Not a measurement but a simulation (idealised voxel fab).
The process module that follows is named voxel transistor to metal.
Cross-sectional view cut (width: 155 nm; square cell size: 5 nm).
Heads up, the way a cross-section reads in here is a grid of square cells, handed over as bands from the top down, with every band being one or more rows of cells. Basically the band line says how high the top is and how high the bottom is, in nm, and then what's in it from left to right, every material with its width in nm. Empty space shows up as "empty", and if a single material carries "everywhere" it runs the full band edge to edge. It should be noted that heights are counted from 0, beneath which the wafer as supplied is of one material throughout, and that the lowest band possesses no lower boundary but continues downward, as written in "0 -> down". Quick explanation for "30 to 40": the width changes in equal steps down the rows of cells, from the first number in the band's top row to the second number in its bottom row. Step marked "nothing changed"? Then no cell in the cross-section changed in it. Voids not open to the top, 8 cells minimum: see "Closed void list". Written width x height at distance; distance is from the left edge; nm. Read whatever lies past the settings on a step's line as the simulator's own remark about the step. When a step includes a mask, the "overlay nm" setting on its line states how far to the right of its planned place that mask lay, and negative values state how far to the left.
# Process steps foreseen in the plan
- 1: RECEIVE, material Si
- 2: OXIDIZE, depth nm 5
- 3: CONFORMAL_DEP, material SiN, thk nm 10
- 4: MASKED_ETCH, tone cover, mask id ACTIVE, width nm 105, etch materials SiN, depth nm 10, overlay nm 0
- 5: MASKED_ETCH, tone cover, mask id ACTIVE, width nm 105, etch materials SiO2, depth nm 5, overlay nm 0
- 6: MASKED_ETCH, tone cover, mask id ACTIVE, width nm 105, etch materials Si, depth nm 25, overlay nm 0
- 7: OXIDIZE, depth nm 5
- 8: FILL_DEP, material SiO2, thk nm 5
- 9: CMP, height nm 10
- 10: SELECTIVE_ETCH, etch materials SiO2, depth nm 10
- 11: STRIP, etch materials SiN
- 12: SELECTIVE_ETCH, etch materials SiO2, depth nm 5
- 13: OXIDIZE, depth nm 5
- 14: DIRECTIONAL_DEP, material polySi, thk nm 30
- 15: DIRECTIONAL_DEP, material SiCN, thk nm 15
- 16: DIRECTIONAL_DEP, material aC, thk nm 15
- 17: PATTERN, tone cover, mask id GATE, material resist, width nm 25, thk nm 30, overlay nm 0
- 18: DIRECTIONAL_ETCH, etch materials aC, depth nm 15
- 19: STRIP, etch materials resist
- 20: DIRECTIONAL_ETCH, etch materials SiCN, depth nm 25
- 21: DIRECTIONAL_ETCH, etch materials polySi, depth nm 40
- 22: STRIP, etch materials aC
- 23: CONFORMAL_DEP, material SiO2, thk nm 5
- 24: DIRECTIONAL_ETCH, etch materials SiO2, depth nm 5
- 25: CONFORMAL_DEP, material SiN, thk nm 5
- 26: DIRECTIONAL_ETCH, etch materials SiN, depth nm 5
- 27: DIRECTIONAL_ETCH, etch materials SiO2, depth nm 5
- 28: EPI, material nSi, thk nm 5
- 29: FILL_DEP, material SiO2, thk nm 10
- 30: CMP, height nm 25
- 31: STRIP, etch materials polySi
- 32: SELECTIVE_ETCH, etch materials SiO2, depth nm 5
- 33: CONFORMAL_DEP, material HfO2, thk nm 5
- 34: CONFORMAL_DEP, material TiN, thk nm 5
- 35: FILL_DEP, material W, thk nm 5
- 36: CMP, height nm 20
- 37: DIRECTIONAL_DEP, material SiO2, thk nm 15
- 38: DIRECTIONAL_DEP, material aC, thk nm 15
- 39: PATTERN, tone open, mask id CONTACT, material resist, width nm 20, pitch nm 75, thk nm 35, overlay nm 0
- 40: DIRECTIONAL_ETCH, etch materials aC, depth nm 15
- 41: STRIP, etch materials resist
- 42: DIRECTIONAL_ETCH, etch materials SiO2, depth nm 40
- 43: STRIP, etch materials aC
- 44: CONFORMAL_DEP, material TiN, thk nm 5
- 45: FILL_DEP, material W, thk nm 5
- 46: CMP, height nm 35
- 47: CONFORMAL_DEP, material SiCN, thk nm 5
- 48: DIRECTIONAL_DEP, material lowk, thk nm 25
- 49: PATTERN, tone open, mask id METAL_1, material resist, width nm 20, pitch nm 75, thk nm 20, overlay nm 0
- 50: DIRECTIONAL_ETCH, etch materials lowk, depth nm 25
- 51: DIRECTIONAL_ETCH, etch materials SiCN, depth nm 5
- 52: STRIP, etch materials resist
- 53: CONFORMAL_DEP, material TiN, thk nm 5
- 54: FILL_DEP, material Ru, thk nm 5
- 55: CMP, height nm 65
- 56: EPI, material Ru, thk nm 5
- 57: FILL_DEP, material SiCN, thk nm 5
- 58: DIRECTIONAL_DEP, material SiO2, thk nm 30
- 59: PATTERN, tone open, mask id METAL_2_HOLES, material resist, width nm 15, pitch nm 75, thk nm 15, overlay nm 0
- 60: DIRECTIONAL_ETCH, etch materials SiO2, depth nm 30
- 61: STRIP, etch materials resist
- 62: DIRECTIONAL_DEP, material aC, thk nm 10
- 63: PATTERN, tone open, mask id METAL_2, material resist, width nm 20, pitch nm 75, thk nm 25, overlay nm 0
- 64: DIRECTIONAL_ETCH, etch materials aC, depth nm 10
- 65: STRIP, etch materials resist
- 66: DIRECTIONAL_ETCH, etch materials SiO2, depth nm 15
- 67: DIRECTIONAL_ETCH, etch materials SiCN, depth nm 5
- 68: STRIP, etch materials aC
- 69: CONFORMAL_DEP, material TiN, thk nm 5
- 70: FILL_DEP, material Cu, thk nm 10
- 71: CMP, height nm 105
- 72: CONFORMAL_DEP, material SiCN, thk nm 5
# This is the cross-section of the wafer as we received it, i.e. after step 1
> 0 -> down | Si everywhere
> Closed void list: none
# Run as planned - first of the two wafers cross-sectioned at the end of the module
> 110 -> 105 | SiCN everywhere
> 105 -> 95 | SiO2 30 nm, TiN 5 nm, Cu 10 nm, TiN 5 nm, SiO2 55 nm, TiN 5 nm, Cu 10 nm, TiN 5 nm, SiO2 30 nm
> 95 -> 90 | SiO2 30 nm, TiN 5 nm, Cu 5 nm, TiN 10 nm, SiO2 55 nm, TiN 5 nm, Cu 5 nm, TiN 10 nm, SiO2 30 nm
> 90 -> 75 | SiO2 30 nm, TiN 5 nm, Cu 5 nm, TiN 5 nm, SiO2 60 nm, TiN 5 nm, Cu 5 nm, TiN 5 nm, SiO2 35 nm
> 75 -> 70 | SiCN 30 nm, TiN 15 nm, SiCN 60 nm, TiN 15 nm, SiCN 35 nm
> 70 -> 65 | SiCN 25 nm, Ru 30 nm, SiCN 45 nm, Ru 30 nm, SiCN 25 nm
> 65 -> 40 | lowk 30 nm, TiN 5 nm, Ru 10 nm, TiN 5 nm, lowk 55 nm, TiN 5 nm, Ru 10 nm, TiN 5 nm, lowk 30 nm
> 40 -> 35 | SiCN 30 nm, TiN 20 nm, SiCN 55 nm, TiN 20 nm, SiCN 30 nm
> 35 -> 20 | SiO2 30 nm, TiN 5 nm, W 10 nm, TiN 5 nm, SiO2 55 nm, TiN 5 nm, W 10 nm, TiN 5 nm, SiO2 30 nm
> 20 -> 0 | SiO2 30 nm, TiN 5 nm, W 10 nm, TiN 5 nm, SiO2 5 nm, SiN 5 nm, HfO2 5 nm, TiN 5 nm, W 15 nm, TiN 5 nm, HfO2 5 nm, SiN 5 nm, SiO2 5 nm, TiN 5 nm, W 10 nm, TiN 5 nm, SiO2 30 nm
> 0 -> -5 | SiO2 30 nm, TiN 20 nm, SiO2 5 nm, SiN 5 nm, HfO2 5 nm, TiN 25 nm, HfO2 5 nm, SiN 5 nm, SiO2 5 nm, TiN 20 nm, SiO2 30 nm
> -5 -> -10 | SiO2 25 nm, nSi 30 nm, SiO2 5 nm, HfO2 35 nm, SiO2 5 nm, nSi 30 nm, SiO2 25 nm
> -10 -> -35 | SiO2 30 nm, Si 95 nm, SiO2 30 nm
> -35 -> down | Si everywhere
> Closed void list: none
# Cross-sectional view of the second of two wafers upon completion of the module. This wafer shared its starting condition and process plan with the first; one error was made during its execution
> 110 -> 105 | SiCN everywhere
> 105 -> 95 | SiO2 25 nm, TiN 5 nm, Cu 10 nm, TiN 5 nm, SiO2 55 nm, TiN 5 nm, Cu 10 nm, TiN 5 nm, SiO2 35 nm
> 95 -> 90 | SiO2 25 nm, TiN 10 nm, Cu 5 nm, TiN 5 nm, SiO2 55 nm, TiN 10 nm, Cu 5 nm, TiN 5 nm, SiO2 35 nm
> 90 -> 75 | SiO2 30 nm, TiN 5 nm, Cu 5 nm, TiN 5 nm, SiO2 60 nm, TiN 5 nm, Cu 5 nm, TiN 5 nm, SiO2 35 nm
> 75 -> 70 | SiCN 30 nm, TiN 15 nm, SiCN 60 nm, TiN 15 nm, SiCN 35 nm
> 70 -> 65 | SiCN 25 nm, Ru 30 nm, SiCN 45 nm, Ru 30 nm, SiCN 25 nm
> 65 -> 40 | lowk 30 nm, TiN 5 nm, Ru 10 nm, TiN 5 nm, lowk 55 nm, TiN 5 nm, Ru 10 nm, TiN 5 nm, lowk 30 nm
> 40 -> 35 | SiCN 30 nm, TiN 20 nm, SiCN 55 nm, TiN 20 nm, SiCN 30 nm
> 35 -> 20 | SiO2 30 nm, TiN 5 nm, W 10 nm, TiN 5 nm, SiO2 55 nm, TiN 5 nm, W 10 nm, TiN 5 nm, SiO2 30 nm
> 20 -> 0 | SiO2 30 nm, TiN 5 nm, W 10 nm, TiN 5 nm, SiO2 5 nm, SiN 5 nm, HfO2 5 nm, TiN 5 nm, W 15 nm, TiN 5 nm, HfO2 5 nm, SiN 5 nm, SiO2 5 nm, TiN 5 nm, W 10 nm, TiN 5 nm, SiO2 30 nm
> 0 -> -5 | SiO2 30 nm, TiN 20 nm, SiO2 5 nm, SiN 5 nm, HfO2 5 nm, TiN 25 nm, HfO2 5 nm, SiN 5 nm, SiO2 5 nm, TiN 20 nm, SiO2 30 nm
> -5 -> -10 | SiO2 25 nm, nSi 30 nm, SiO2 5 nm, HfO2 35 nm, SiO2 5 nm, nSi 30 nm, SiO2 25 nm
> -10 -> -35 | SiO2 30 nm, Si 95 nm, SiO2 30 nm
> -35 -> down | Si everywhere
> Closed void list: none
Diagnosis: step 63 ran with different settings than intended, the actual operation and settings being PATTERN, tone open, mask id METAL_2, material resist, width nm 20, pitch nm 75, thk nm 25, overlay nm -5
By the end, you'd get the same cell count for each material on either wafer, but the second wafer puts them somewhere else.
